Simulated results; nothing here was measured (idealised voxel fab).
Process module heading - voxel gate over fins
Xsec cut, 265 nm wide, square cell size 5 nm.
Cross-sections here: square-cell grids, written as top-down lists of bands, a band being one or more rows of cells.
Top, bottom (nm), then materials left to right with widths (nm); lone material tagged "throughout" fills the whole band edge to edge; "air" = empty space.
Heights are measured from 0, the level below which the as-received wafer is all one material; the lowest band has no bottom and continues downward, written as in "0 down".
Graded width ("30..40"): value in top row of band = first number; value in bottom row = second number; row-to-row change constant.
It should be understood that the words "nothing got changed", when stated for a given step, signify that the cross-section underwent no change in any of its cells during that step.
Each empty space that has no open way to the top and spans at least 8 cells appears under "Cavities, sealed" as width x height at distance, the distance counted from the left edge, all in nm.
On each step's line, the part that comes after the settings is the simulator's own comment on the step.
The "overlay nm" setting may appear on a step's line; for a step that uses a mask, it gives how far to the right of its planned position the mask lay, and a negative value indicates the left.

# Here's what the planned process steps look like
1,RECEIVE with material Si
2,CONFORMAL_DEP with material SiN, thk nm 5
3,MASKED_ETCH with tone cover, mask id FINS, width nm 15, pitch nm 50, etch materials SiN, depth nm 5, overlay nm 0
4,MASKED_ETCH with tone cover, mask id FINS, width nm 15, pitch nm 50, etch materials Si, depth nm 35, overlay nm 0
5,FILL_DEP with material SiO2, thk nm 5
6,CMP with height nm 5
7,DIRECTIONAL_DEP with material aC, thk nm 15
8,PATTERN with tone open, mask id RAIL, material resist, width nm 15, thk nm 35, overlay nm 0
9,DIRECTIONAL_ETCH with etch materials aC, depth nm 15
10,STRIP with etch materials resist
11,DIRECTIONAL_ETCH with etch materials SiO2, depth nm 35
12,STRIP with etch materials aC
13,CONFORMAL_DEP with material TiN, thk nm 5
14,FILL_DEP with material W, thk nm 5
15,CMP with height nm 5
16,SELECTIVE_ETCH with etch materials W Ru TiN, depth nm 30
17,FILL_DEP with material SiO2, thk nm 5
18,CMP with height nm 5
19,SELECTIVE_ETCH with etch materials SiO2, depth nm 20
20,STRIP with etch materials SiN
21,CONFORMAL_DEP with material HfO2, thk nm 5
22,CONFORMAL_DEP with material TiN, thk nm 5
23,FILL_DEP with material W, thk nm 15
24,CMP with height nm 20
25,CONFORMAL_DEP with material SiN, thk nm 10

# As received (post step 1): cross-section
0 down = Si throughout
Cavities, sealed: none

# Cross-sectional view of the first of the two wafers upon completion of the module, processed in accordance with the plan
30 to 20 = SiN throughout
20 to 10 = W throughout
10 to 5 = W 65 nm, then TiN 35 nm, then W 15 nm, then TiN 35 nm, then W 15 nm, then TiN 35 nm, then W 65 nm
5 to 0 = W 65 nm, then TiN 5 nm, then HfO2 25 nm, then TiN 5 nm, then W 15 nm, then TiN 5 nm, then HfO2 25 nm, then TiN 5 nm, then W 15 nm, then TiN 5 nm, then HfO2 25 nm, then TiN 5 nm, then W 65 nm
0 to -5 = W 65 nm, then TiN 5 nm, then HfO2 5 nm, then Si 15 nm, then HfO2 5 nm, then TiN 5 nm, then W 15 nm, then TiN 5 nm, then HfO2 5 nm, then Si 15 nm, then HfO2 5 nm, then TiN 5 nm, then W 15 nm, then TiN 5 nm, then HfO2 5 nm, then Si 15 nm, then HfO2 5 nm, then TiN 5 nm, then W 65 nm
-5 to -10 = TiN 70 nm, then HfO2 5 nm, then Si 15 nm, then HfO2 5 nm, then TiN 25 nm, then HfO2 5 nm, then Si 15 nm, then HfO2 5 nm, then TiN 25 nm, then HfO2 5 nm, then Si 15 nm, then HfO2 5 nm, then TiN 70 nm
-10 to -15 = HfO2 75 nm, then Si 15 nm, then HfO2 35 nm, then Si 15 nm, then HfO2 35 nm, then Si 15 nm, then HfO2 75 nm
-15 to -25 = SiO2 75 nm, then Si 15 nm, then SiO2 35 nm, then Si 15 nm, then SiO2 35 nm, then Si 15 nm, then SiO2 75 nm
-25 to -30 = SiO2 75 nm, then Si 15 nm, then SiO2 10 nm, then TiN 15 nm, then SiO2 10 nm, then Si 15 nm, then SiO2 35 nm, then Si 15 nm, then SiO2 75 nm
-30 to -35 = SiO2 75 nm, then Si 15 nm, then SiO2 35 nm, then Si 15 nm, then SiO2 35 nm, then Si 15 nm, then SiO2 75 nm
-35 down = Si throughout
Cavities, sealed: none

# The second wafer, shown in cross-section after the module: started the same way as the first and given the same plan, yet one mistake crept into how it was run
30 to 20 = SiN throughout
20 to 5 = W throughout
5 to 0 = W 70 nm, then TiN 25 nm, then W 25 nm, then TiN 25 nm, then W 25 nm, then TiN 25 nm, then W 70 nm
0 to -10 = W 70 nm, then TiN 5 nm, then Si 15 nm, then TiN 5 nm, then W 25 nm, then TiN 5 nm, then Si 15 nm, then TiN 5 nm, then W 25 nm, then TiN 5 nm, then Si 15 nm, then TiN 5 nm, then W 70 nm
-10 to -15 = TiN 75 nm, then Si 15 nm, then TiN 35 nm, then Si 15 nm, then TiN 35 nm, then Si 15 nm, then TiN 75 nm
-15 to -25 = SiO2 75 nm, then Si 15 nm, then SiO2 35 nm, then Si 15 nm, then SiO2 35 nm, then Si 15 nm, then SiO2 75 nm
-25 to -30 = SiO2 75 nm, then Si 15 nm, then SiO2 10 nm, then TiN 15 nm, then SiO2 10 nm, then Si 15 nm, then SiO2 35 nm, then Si 15 nm, then SiO2 75 nm
-30 to -35 = SiO2 75 nm, then Si 15 nm, then SiO2 35 nm, then Si 15 nm, then SiO2 35 nm, then Si 15 nm, then SiO2 75 nm
-35 down = Si throughout
Cavities, sealed: none
It is concluded that the wafer was processed incorrectly with respect to the plan, in that step 21 was left out
Heads up, by the end the second wafer has more or fewer cells of some materials compared to the first: HfO2: 71 fewer, W: 71 more
